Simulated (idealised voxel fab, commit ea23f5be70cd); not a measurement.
Process module name: voxel tone inversion
Cross-section cut: width 210 nm, square cells of 5 nm.
We lay out every cross-section as a grid of square cells and spell it out in bands from the top down, where one band means one or more rows of cells.
It is stipulated that each band's entry specify, in nanometres, the height of the top of the band and then that of its bottom, followed by the materials of the band in left-to-right sequence, each together with its width in nanometres. A single material marked by the word "everywhere" is understood to fill the band from edge to edge; the word "blank" is understood to denote empty space.
Heads up on the height convention: 0 is the point under which the incoming wafer is all one material, and the lowest band has no bottom, it just keeps going down, like "z 0 and below".
The notation "30..40" denotes a width that varies across the rows of cells in the band, beginning at the first number in the top row, finishing at the second number in the bottom row, and changing by an identical amount from each row to the next.
No cell of the cross-section changed in a step that is given as "no change occurred".
Reported under the label "Closed cavity list" are the empty spaces having no open way to the top and comprising 8 cells or more; the notation for each is width x height at distance, in which the distance is measured from the left edge and all three values are in nm.
after a step's settings: what the simulator itself notes on the step
Steps that use a mask can have "overlay nm" on their line. It says how far the mask sat to the right of where it was meant to be. Negative means to the left.
## These are the steps we planned for the process
1) RECEIVE (material Si)
2) CONFORMAL_DEP (material SiCN; thk nm 10)
3) DIRECTIONAL_DEP (material polySi; thk nm 15)
4) PATTERN (tone cover; mask id POSTS; material resist; width nm 15; pitch nm 35; thk nm 25; overlay nm 0)
5) DIRECTIONAL_ETCH (etch materials polySi; depth nm 15)
6) STRIP (etch materials resist)
7) FILL_DEP (material lowk; thk nm 10)
8) CMP (height nm 25)
9) STRIP (etch materials polySi)
10) CONFORMAL_DEP (material TiN; thk nm 5)
11) FILL_DEP (material W; thk nm 5)
12) CMP (height nm 25)
13) CONFORMAL_DEP (material SiCN; thk nm 5)
## First of two wafers - as planned
## As-received state of the wafer in cross-section, equivalent to post-step 1
* z 0 and below | Si everywhere
* Closed cavity list: none
## Cross-section: wafer state after step 2
* z 10 to 0 | SiCN everywhere
* Under the height 0 nothing was changed.
## Cross-section: wafer state after step 3
* z 25 to 10 | polySi everywhere
* Under the height 10 nothing was changed.
## Cross-section: wafer state after step 4
* z 50 to 25 | blank 80 nm, then resist 15 nm, then blank 20 nm, then resist 15 nm, then blank 80 nm
* Under the height 25 nothing was changed.
## Cross-section: wafer state after step 5
* z 50 to 25 | blank 80 nm, then resist 15 nm, then blank 20 nm, then resist 15 nm, then blank 80 nm
* z 25 to 10 | blank 80 nm, then polySi 15 nm, then blank 20 nm, then polySi 15 nm, then blank 80 nm
* Under the height 10 nothing was changed.
## Cross-section: wafer state after step 6
* z 25 to 10 | blank 80 nm, then polySi 15 nm, then blank 20 nm, then polySi 15 nm, then blank 80 nm
* Under the height 10 nothing was changed.
## Cross-section: wafer state after step 7
* z 35 to 25 | lowk everywhere
* z 25 to 10 | lowk 80 nm, then polySi 15 nm, then lowk 20 nm, then polySi 15 nm, then lowk 80 nm
* Under the height 10 nothing was changed.
## Cross-section: wafer state after step 8
* z 25 to 10 | lowk 80 nm, then polySi 15 nm, then lowk 20 nm, then polySi 15 nm, then lowk 80 nm
* Under the height 10 nothing was changed.
## Cross-section: wafer state after step 9
* z 25 to 10 | lowk 80 nm, then blank 15 nm, then lowk 20 nm, then blank 15 nm, then lowk 80 nm
* Under the height 10 nothing was changed.
## Cross-section: wafer state after step 10
* z 30 to 25 | TiN 85 nm, then blank 5 nm, then TiN 30 nm, then blank 5 nm, then TiN 85 nm
* z 25 to 15 | lowk 80 nm, then TiN 5 nm, then blank 5 nm, then TiN 5 nm, then lowk 20 nm, then TiN 5 nm, then blank 5 nm, then TiN 5 nm, then lowk 80 nm
* z 15 to 10 | lowk 80 nm, then TiN 15 nm, then lowk 20 nm, then TiN 15 nm, then lowk 80 nm
* Under the height 10 nothing was changed.
## Cross-section: wafer state after step 11
* z 35 to 30 | W everywhere
* z 30 to 25 | TiN 85 nm, then W 5 nm, then TiN 30 nm, then W 5 nm, then TiN 85 nm
* z 25 to 15 | lowk 80 nm, then TiN 5 nm, then W 5 nm, then TiN 5 nm, then lowk 20 nm, then TiN 5 nm, then W 5 nm, then TiN 5 nm, then lowk 80 nm
* Under the height 15 nothing was changed.
## Cross-section: wafer state after step 12
* z 25 to 15 | lowk 80 nm, then TiN 5 nm, then W 5 nm, then TiN 5 nm, then lowk 20 nm, then TiN 5 nm, then W 5 nm, then TiN 5 nm, then lowk 80 nm
* Under the height 15 nothing was changed.
## Cross-section: wafer state after step 13
* z 30 to 25 | SiCN everywhere
* Under the height 25 nothing was changed.
## The second wafer: identical to the first at the outset and in its planned sequence, differing only in that one mistake was made during processing; up to and including step 3, its path is the first wafer's path
## Here is the second wafer in cross-section at the point where step 4 of the plan should have been done
* z 50 to 25 | resist 80 nm, then blank 15 nm, then resist 20 nm, then blank 15 nm, then resist 80 nm
* Under the height 25 nothing was changed.
## Here is the second wafer in cross-section at the point where step 5 of the plan should have been done
* z 50 to 25 | resist 80 nm, then blank 15 nm, then resist 20 nm, then blank 15 nm, then resist 80 nm
* z 25 to 10 | polySi 80 nm, then blank 15 nm, then polySi 20 nm, then blank 15 nm, then polySi 80 nm
* Under the height 10 nothing was changed.
## Here is the second wafer in cross-section at the point where step 6 of the plan should have been done
* z 25 to 10 | polySi 80 nm, then blank 15 nm, then polySi 20 nm, then blank 15 nm, then polySi 80 nm
* Under the height 10 nothing was changed.
## Here is the second wafer in cross-section at the point where step 7 of the plan should have been done
* z 35 to 25 | lowk everywhere
* z 25 to 10 | polySi 80 nm, then lowk 15 nm, then polySi 20 nm, then lowk 15 nm, then polySi 80 nm
* Under the height 10 nothing was changed.
## Here is the second wafer in cross-section at the point where step 8 of the plan should have been done
* z 25 to 10 | polySi 80 nm, then lowk 15 nm, then polySi 20 nm, then lowk 15 nm, then polySi 80 nm
* Under the height 10 nothing was changed.
## Here is the second wafer in cross-section at the point where step 9 of the plan should have been done
* z 25 to 10 | blank 80 nm, then lowk 15 nm, then blank 20 nm, then lowk 15 nm, then blank 80 nm
* Under the height 10 nothing was changed.
## Here is the second wafer in cross-section at the point where step 10 of the plan should have been done
* z 30 to 25 | blank 75 nm, then TiN 25 nm, then blank 10 nm, then TiN 25 nm, then blank 75 nm
* z 25 to 15 | blank 75 nm, then TiN 5 nm, then lowk 15 nm, then TiN 5 nm, then blank 10 nm, then TiN 5 nm, then lowk 15 nm, then TiN 5 nm, then blank 75 nm
* z 15 to 10 | TiN 80 nm, then lowk 15 nm, then TiN 20 nm, then lowk 15 nm, then TiN 80 nm
* Under the height 10 nothing was changed.
## Here is the second wafer in cross-section at the point where step 11 of the plan should have been done
* z 35 to 30 | W everywhere
* z 30 to 25 | W 75 nm, then TiN 25 nm, then W 10 nm, then TiN 25 nm, then W 75 nm
* z 25 to 15 | W 75 nm, then TiN 5 nm, then lowk 15 nm, then TiN 5 nm, then W 10 nm, then TiN 5 nm, then lowk 15 nm, then TiN 5 nm, then W 75 nm
* Under the height 15 nothing was changed.
## Here is the second wafer in cross-section at the point where step 12 of the plan should have been done
* z 25 to 15 | W 75 nm, then TiN 5 nm, then lowk 15 nm, then TiN 5 nm, then W 10 nm, then TiN 5 nm, then lowk 15 nm, then TiN 5 nm, then W 75 nm
* Under the height 15 nothing was changed.
## Here is the second wafer in cross-section at the point where step 13 of the plan should have been done
* z 30 to 25 | SiCN everywhere
* Under the height 25 nothing was changed.
It is concluded that the wafer was processed incorrectly with respect to the plan, in that step 4 was processed under conditions differing from the plan, specifically as PATTERN (tone open; mask id POSTS; material resist; width nm 15; pitch nm 35; thk nm 25; overlay nm 0)
Final difference in cells, second wafer against first, listed per material as more or fewer: TiN +30, W +60, lowk -90
